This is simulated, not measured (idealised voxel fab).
Process module in this document: voxel wiring stack
The cross-section on display is named cut; it measures 240 nm wide, and its cells are 5 nm squares.
For the purposes of this document, a cross-section shall be understood as a grid of square cells, specified as bands listed in top-to-bottom order, each band consisting of one or more rows of cells. Top height, bottom height, nm. Materials left to right, width each, nm. Single material + "full width" = fills band edge to edge. "air" = empty. Note: height 0 marks the level under which the wafer is uniformly one material as received. Lowest band unbounded below, written "0 -> down". Think of "30 to 40" as a width that walks from the first number to the second as you go down the band, top row to bottom row, taking equal-sized steps from row to row. "no change occurred", as given for a step, is the statement that not any cell of the cross-section underwent a change during that step. Closed empty spaces (no open way to the top) of 8 cells or more are what "Voids, fully enclosed" lists, each as width x height at distance from the left edge, nm for all three. Text after the settings on a step's line: the simulator's own remark on that step. overlay nm: where the mask lay relative to plan, measured to the right, on steps with a mask; negatives go left.
Steps in the process plan
1. RECEIVE | material Si
2. CONFORMAL_DEP | material SiO2 | thk nm 15
3. DIRECTIONAL_DEP | material TiN | thk nm 5
4. DIRECTIONAL_DEP | material Ru | thk nm 20
5. MASKED_ETCH | tone cover | mask id METAL_1 | width nm 25 | pitch nm 50 | etch materials Ru | depth nm 20 | overlay nm 0
6. MASKED_ETCH | tone cover | mask id METAL_1 | width nm 25 | pitch nm 50 | etch materials TiN | depth nm 5 | overlay nm 0
7. CONFORMAL_DEP | material SiCN | thk nm 5
8. FILL_DEP | material lowk | thk nm 5
9. CMP | height nm 40
10. CONFORMAL_DEP | material SiCN | thk nm 5
11. DIRECTIONAL_DEP | material SiO2 | thk nm 20
12. DIRECTIONAL_DEP | material aC | thk nm 15
13. PATTERN | tone open | mask id PLUG_1 | material resist | width nm 15 | pitch nm 100 | thk nm 30 | overlay nm 0
14. DIRECTIONAL_ETCH | etch materials aC | depth nm 15
15. STRIP | etch materials resist
16. DIRECTIONAL_ETCH | etch materials SiO2 | depth nm 20
17. DIRECTIONAL_ETCH | etch materials SiCN | depth nm 5
18. STRIP | etch materials aC
19. CONFORMAL_DEP | material TiN | thk nm 5
20. FILL_DEP | material Cu | thk nm 5
21. CMP | height nm 65
22. DIRECTIONAL_DEP | material TiN | thk nm 5
23. DIRECTIONAL_DEP | material Ru | thk nm 20
24. MASKED_ETCH | tone cover | mask id METAL_2 | width nm 25 | pitch nm 50 | etch materials Ru | depth nm 20 | overlay nm 0
25. MASKED_ETCH | tone cover | mask id METAL_2 | width nm 25 | pitch nm 50 | etch materials TiN | depth nm 5 | overlay nm 0
26. CONFORMAL_DEP | material SiCN | thk nm 5
27. FILL_DEP | material lowk | thk nm 10
28. CMP | height nm 90
29. CONFORMAL_DEP | material SiCN | thk nm 5
30. DIRECTIONAL_DEP | material lowk | thk nm 30
31. DIRECTIONAL_DEP | material aC | thk nm 15
32. PATTERN | tone open | mask id METAL_3 | material resist | width nm 25 | pitch nm 50 | thk nm 35 | overlay nm 0
33. DIRECTIONAL_ETCH | etch materials aC | depth nm 15
34. STRIP | etch materials resist
35. DIRECTIONAL_ETCH | etch materials lowk | depth nm 20
36. STRIP | etch materials aC
37. MASKED_ETCH | tone open | mask id METAL_3_HOLES | width nm 15 | pitch nm 100 | etch materials lowk | depth nm 10 | overlay nm 0
38. MASKED_ETCH | tone open | mask id METAL_3_HOLES | width nm 15 | pitch nm 100 | etch materials SiCN | depth nm 5 | overlay nm 0
39. CONFORMAL_DEP | material TiN | thk nm 5
40. FILL_DEP | material Cu | thk nm 5
41. CMP | height nm 125
42. CONFORMAL_DEP | material SiCN | thk nm 5
Here's what the wafer looked like in cross-section when it arrived - that's after step 1
- 0 -> down  Si full width
- Voids, fully enclosed: none
The cross-section shown corresponds to the wafer at the conclusion of the module. The initial structure and the process plan are those presented above; however, one mistake occurred in executing the plan
- 140 -> 125  SiCN full width
- 125 -> 110  55 nm lowk, 5 nm TiN, 15 nm Cu, 5 nm TiN, 25 nm lowk, 5 nm TiN, 15 nm Cu, 5 nm TiN, 25 nm lowk, 5 nm TiN, 15 nm Cu, 5 nm TiN, 60 nm lowk
- 110 -> 105  55 nm lowk, 5 nm TiN, 5 nm Cu, 15 nm TiN, 25 nm lowk, 25 nm TiN, 25 nm lowk, 5 nm TiN, 5 nm Cu, 15 nm TiN, 60 nm lowk
- 105 -> 95  55 nm lowk, 5 nm TiN, 5 nm Cu, 5 nm TiN, 85 nm lowk, 5 nm TiN, 5 nm Cu, 5 nm TiN, 70 nm lowk
- 95 -> 90  55 nm SiCN, 15 nm TiN, 85 nm SiCN, 15 nm TiN, 70 nm SiCN
- 90 -> 70  50 nm lowk, 5 nm SiCN, 25 nm Ru, 5 nm SiCN, 15 nm lowk, 5 nm SiCN, 25 nm Ru, 5 nm SiCN, 15 nm lowk, 5 nm SiCN, 25 nm Ru, 5 nm SiCN, 55 nm lowk
- 70 -> 65  55 nm SiCN, 25 nm TiN, 25 nm SiCN, 25 nm TiN, 25 nm SiCN, 25 nm TiN, 60 nm SiCN
- 65 -> 45  55 nm SiO2, 5 nm TiN, 5 nm Cu, 5 nm TiN, 85 nm SiO2, 5 nm TiN, 5 nm Cu, 5 nm TiN, 70 nm SiO2
- 45 -> 40  55 nm SiCN, 15 nm TiN, 85 nm SiCN, 15 nm TiN, 70 nm SiCN
- 40 -> 20  50 nm lowk, 5 nm SiCN, 25 nm Ru, 5 nm SiCN, 15 nm lowk, 5 nm SiCN, 25 nm Ru, 5 nm SiCN, 15 nm lowk, 5 nm SiCN, 25 nm Ru, 5 nm SiCN, 55 nm lowk
- 20 -> 15  55 nm SiCN, 25 nm TiN, 25 nm SiCN, 25 nm TiN, 25 nm SiCN, 25 nm TiN, 60 nm SiCN
- 15 -> 0  SiO2 full width
- 0 -> down  Si full width
- Voids, fully enclosed: none
The mistake made against the process plan was this: step 42 went in with a setting other than planned; the actual run was CONFORMAL_DEP | material SiCN | thk nm 15
